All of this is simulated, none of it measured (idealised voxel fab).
The name of this process module is voxel fin reveal.
Section cut is 250 nm wide and gridded with 5 nm square cells.
Cross-section layout: square cells on a grid; listed as bands, top to bottom; a band spans one or more cell rows.
In this notation a band is specified by the heights of its top and bottom, in that order and in nm, after which its materials appear from left to right, each paired with its width in nm. The word "full width" attached to a single material means that material fills the band from edge to edge; the word "blank" stands for empty space.
It should be noted that heights are counted from 0, beneath which the wafer as supplied is of one material throughout, and that the lowest band possesses no lower boundary but continues downward, as written in "0 down".
The two numbers in a width such as "30->40" mark its ends across the band: the first belongs to the top row of cells, the second to the bottom row, and from each row to the next the width moves by the same amount.
Key: "nothing was modified" - step with no changed cell in the cross-section.
Voids not open to the top, 8 cells minimum: see "Closed internal cavities". Written width x height at distance; distance is from the left edge; nm.
Where a step's line continues beyond its settings, the continuation is a remark by the simulator itself on that step.
"overlay nm" on a masked step: distance the mask lay right of its planned place, negative for left.

HERE'S WHAT THE PLANNED PROCESS STEPS LOOK LIKE
- 1: RECEIVE [material Si]
- 2: CONFORMAL_DEP [material SiN] [thk nm 10]
- 3: DIRECTIONAL_DEP [material aC] [thk nm 10]
- 4: PATTERN [tone cover] [mask id FINS] [material resist] [width nm 15] [pitch nm 40] [thk nm 25] [overlay nm 0]
- 5: DIRECTIONAL_ETCH [etch materials aC] [depth nm 10]
- 6: STRIP [etch materials resist]
- 7: DIRECTIONAL_ETCH [etch materials SiN] [depth nm 10]
- 8: DIRECTIONAL_ETCH [etch materials Si] [depth nm 40]
- 9: STRIP [etch materials aC]
- 10: OXIDIZE [depth nm 5]
- 11: FILL_DEP [material SiO2] [thk nm 15]
- 12: CMP [height nm 10]
- 13: SELECTIVE_ETCH [etch materials SiO2] [depth nm 20]
- 14: STRIP [etch materials SiN]

FIRST OF THE TWO WAFERS, RUN PER PLAN

THE CROSS-SECTION HERE SHOWS THE WAFER AS RECEIVED, I.E. IN ITS STATE AFTER STEP 1
  0 down | Si full width
  Closed internal cavities: none

SO THIS IS THE WAFER CROSS-SECTION RIGHT AFTER STEP 2
  10 to 0 | SiN full width
  All layers under 0 are left as they were.

SO THIS IS THE WAFER CROSS-SECTION RIGHT AFTER STEP 3
  20 to 10 | aC full width
  All layers under 10 are left as they were.

SO THIS IS THE WAFER CROSS-SECTION RIGHT AFTER STEP 4
  45 to 20 | blank (95); resist (15); blank (25); resist (15); blank (100)
  All layers under 20 are left as they were.

SO THIS IS THE WAFER CROSS-SECTION RIGHT AFTER STEP 5
  35 to 20 | blank (95); resist (15); blank (25); resist (15); blank (100)
  20 to 10 | blank (95); aC (15); blank (25); aC (15); blank (100)
  All layers under 10 are left as they were.

SO THIS IS THE WAFER CROSS-SECTION RIGHT AFTER STEP 6
  20 to 10 | blank (95); aC (15); blank (25); aC (15); blank (100)
  All layers under 10 are left as they were.

SO THIS IS THE WAFER CROSS-SECTION RIGHT AFTER STEP 7
  20 to 10 | blank (95); aC (15); blank (25); aC (15); blank (100)
  10 to 0 | blank (95); SiN (15); blank (25); SiN (15); blank (100)
  All layers under 0 are left as they were.

SO THIS IS THE WAFER CROSS-SECTION RIGHT AFTER STEP 8
  20 to 10 | blank (95); aC (15); blank (25); aC (15); blank (100)
  10 to 0 | blank (95); SiN (15); blank (25); SiN (15); blank (100)
  0 to -40 | blank (95); Si (15); blank (25); Si (15); blank (100)
  All layers under -40 are left as they were.

SO THIS IS THE WAFER CROSS-SECTION RIGHT AFTER STEP 9
  10 to 0 | blank (95); SiN (15); blank (25); SiN (15); blank (100)
  All layers under 0 are left as they were.

SO THIS IS THE WAFER CROSS-SECTION RIGHT AFTER STEP 10
  10 to 0 | blank (95); SiN (15); blank (25); SiN (15); blank (100)
  0 to -40 | blank (95); SiO2 (5); Si (5); SiO2 (5); blank (25); SiO2 (5); Si (5); SiO2 (5); blank (100)
  -40 to -45 | SiO2 (100); Si (5); SiO2 (35); Si (5); SiO2 (105)
  All layers under -45 are left as they were.

SO THIS IS THE WAFER CROSS-SECTION RIGHT AFTER STEP 11
  25 to 10 | SiO2 full width
  10 to 0 | SiO2 (95); SiN (15); SiO2 (25); SiN (15); SiO2 (100)
  0 to -45 | SiO2 (100); Si (5); SiO2 (35); Si (5); SiO2 (105)
  All layers under -45 are left as they were.

SO THIS IS THE WAFER CROSS-SECTION RIGHT AFTER STEP 12
  10 to 0 | SiO2 (95); SiN (15); SiO2 (25); SiN (15); SiO2 (100)
  All layers under 0 are left as they were.

SO THIS IS THE WAFER CROSS-SECTION RIGHT AFTER STEP 13
  10 to 0 | blank (95); SiN (15); blank (25); SiN (15); blank (100)
  0 to -10 | blank (100); Si (5); blank (35); Si (5); blank (105)
  All layers under -10 are left as they were.

SO THIS IS THE WAFER CROSS-SECTION RIGHT AFTER STEP 14
  0 to -10 | blank (100); Si (5); blank (35); Si (5); blank (105)
  All layers under -10 are left as they were.

NOW THE OTHER WAFER: SAME START, SAME RECIPE, BUT WE MESSED UP ONE THING WHEN RUNNING IT. UP TO AND INCLUDING STEP 11 IT'S THE SAME AS THE FIRST ONE

Cross-section of the second wafer when, according to plan, step 12 should have finished: nothing was modified

CROSS-SECTION OF THE SECOND WAFER WHEN, ACCORDING TO PLAN, STEP 13 SHOULD HAVE FINISHED
  10 to 5 | blank (95); SiN (15); blank (25); SiN (15); blank (100)
  All layers under 5 are left as they were.

CROSS-SECTION OF THE SECOND WAFER WHEN, ACCORDING TO PLAN, STEP 14 SHOULD HAVE FINISHED
  5 to 0 | SiO2 (95); blank (15); SiO2 (25); blank (15); SiO2 (100)
  All layers under 0 are left as they were.
Finding, execution versus plan: plan step 12 was not performed, having been skipped
At the finish, the second wafer shows more or fewer cells for some materials than the first does: 140 more of SiO2
